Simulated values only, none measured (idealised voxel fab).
Title: Process Module voxel gate over fins
Each square cell in cross-section cut measures 5 nm, and the section as a whole is 205 nm wide.
Think of the cross-section as a grid of square cells. We describe it in bands, top to bottom, and each band covers one or more rows of those cells.
This entry defines a band. It first specifies the height of the band's top and the height of its bottom in nm, and then specifies the band's materials from left to right, stating each material with its width in nm. The word "throughout" identifies a single material that fills the band from edge to edge, while the word "air" identifies empty space.
Height is counted from the level 0, under which the received wafer is composed throughout of one material. The lowest of the bands is not closed at the bottom but continues downward, in the notation "0..down".
With a width like "30 to 40", each row of cells in the band differs from the next by the same amount, the top row carrying the first number and the bottom row the second.
It should be understood that the words "nothing altered", when stated for a given step, signify that the cross-section underwent no change in any of its cells during that step.
"Closed cavities" - sealed voids, min. 8 cells, no opening to top; format: width x height at distance (distance from left edge; nm throughout).
On each step's line, the part that comes after the settings is the simulator's own comment on the step.
overlay nm: where the mask lay relative to plan, measured to the right, on steps with a mask; negatives go left.

Process steps foreseen in the plan:
1. RECEIVE (material Si)
2. CONFORMAL_DEP (material SiN; thk nm 5)
3. DIRECTIONAL_DEP (material aC; thk nm 15)
4. PATTERN (tone cover; mask id FINS; material resist; width nm 15; pitch nm 45; thk nm 30; overlay nm 0)
5. DIRECTIONAL_ETCH (etch materials aC; depth nm 15)
6. STRIP (etch materials resist)
7. DIRECTIONAL_ETCH (etch materials SiN; depth nm 5)
8. DIRECTIONAL_ETCH (etch materials Si; depth nm 40)
9. STRIP (etch materials aC)
10. FILL_DEP (material SiO2; thk nm 5)
11. CMP (height nm 5)
12. SELECTIVE_ETCH (etch materials SiO2; depth nm 20)
13. STRIP (etch materials SiN)
14. CONFORMAL_DEP (material HfO2; thk nm 5)
15. CONFORMAL_DEP (material TiN; thk nm 5)
16. FILL_DEP (material W; thk nm 15)
17. CMP (height nm 20)
18. CONFORMAL_DEP (material SiCN; thk nm 10)

Wafer at receipt (post step 1), cross-section:
- 0..down: Si throughout
- Closed cavities: none

Run as planned - first of the two wafers cross-sectioned at the end of the module:
- 30..20: SiCN throughout
- 20..10: W throughout
- 10..5: W 15 nm, TiN 35 nm, W 10 nm, TiN 35 nm, W 10 nm, TiN 35 nm, W 10 nm, TiN 35 nm, W 20 nm
- 5..0: W 15 nm, TiN 5 nm, HfO2 25 nm, TiN 5 nm, W 10 nm, TiN 5 nm, HfO2 25 nm, TiN 5 nm, W 10 nm, TiN 5 nm, HfO2 25 nm, TiN 5 nm, W 10 nm, TiN 5 nm, HfO2 25 nm, TiN 5 nm, W 20 nm
- 0..-5: W 15 nm, TiN 5 nm, HfO2 5 nm, Si 15 nm, HfO2 5 nm, TiN 5 nm, W 10 nm, TiN 5 nm, HfO2 5 nm, Si 15 nm, HfO2 5 nm, TiN 5 nm, W 10 nm, TiN 5 nm, HfO2 5 nm, Si 15 nm, HfO2 5 nm, TiN 5 nm, W 10 nm, TiN 5 nm, HfO2 5 nm, Si 15 nm, HfO2 5 nm, TiN 5 nm, W 20 nm
- -5..-10: TiN 20 nm, HfO2 5 nm, Si 15 nm, HfO2 5 nm, TiN 20 nm, HfO2 5 nm, Si 15 nm, HfO2 5 nm, TiN 20 nm, HfO2 5 nm, Si 15 nm, HfO2 5 nm, TiN 20 nm, HfO2 5 nm, Si 15 nm, HfO2 5 nm, TiN 25 nm
- -10..-15: HfO2 25 nm, Si 15 nm, HfO2 30 nm, Si 15 nm, HfO2 30 nm, Si 15 nm, HfO2 30 nm, Si 15 nm, HfO2 30 nm
- -15..-40: SiO2 25 nm, Si 15 nm, SiO2 30 nm, Si 15 nm, SiO2 30 nm, Si 15 nm, SiO2 30 nm, Si 15 nm, SiO2 30 nm
- -40..down: Si throughout
- Closed cavities: none

Cross-section, wafer two of two, end of module: same start and plan as wafer one, one error in execution:
- 20..10: SiCN throughout
- 10..5: W 15 nm, TiN 35 nm, W 10 nm, TiN 35 nm, W 10 nm, TiN 35 nm, W 10 nm, TiN 35 nm, W 20 nm
- 5..0: W 15 nm, TiN 5 nm, HfO2 25 nm, TiN 5 nm, W 10 nm, TiN 5 nm, HfO2 25 nm, TiN 5 nm, W 10 nm, TiN 5 nm, HfO2 25 nm, TiN 5 nm, W 10 nm, TiN 5 nm, HfO2 25 nm, TiN 5 nm, W 20 nm
- 0..-5: W 15 nm, TiN 5 nm, HfO2 5 nm, Si 15 nm, HfO2 5 nm, TiN 5 nm, W 10 nm, TiN 5 nm, HfO2 5 nm, Si 15 nm, HfO2 5 nm, TiN 5 nm, W 10 nm, TiN 5 nm, HfO2 5 nm, Si 15 nm, HfO2 5 nm, TiN 5 nm, W 10 nm, TiN 5 nm, HfO2 5 nm, Si 15 nm, HfO2 5 nm, TiN 5 nm, W 20 nm
- -5..-10: TiN 20 nm, HfO2 5 nm, Si 15 nm, HfO2 5 nm, TiN 20 nm, HfO2 5 nm, Si 15 nm, HfO2 5 nm, TiN 20 nm, HfO2 5 nm, Si 15 nm, HfO2 5 nm, TiN 20 nm, HfO2 5 nm, Si 15 nm, HfO2 5 nm, TiN 25 nm
- -10..-15: HfO2 25 nm, Si 15 nm, HfO2 30 nm, Si 15 nm, HfO2 30 nm, Si 15 nm, HfO2 30 nm, Si 15 nm, HfO2 30 nm
- -15..-40: SiO2 25 nm, Si 15 nm, SiO2 30 nm, Si 15 nm, SiO2 30 nm, Si 15 nm, SiO2 30 nm, Si 15 nm, SiO2 30 nm
- -40..down: Si throughout
- Closed cavities: none
Nonconformance to the process plan: in deviation from the planned setting, step 17 was conducted as CMP (height nm 10)
End check, counted in cells, second wafer has more or fewer of these materials than the first: W: 82 fewer
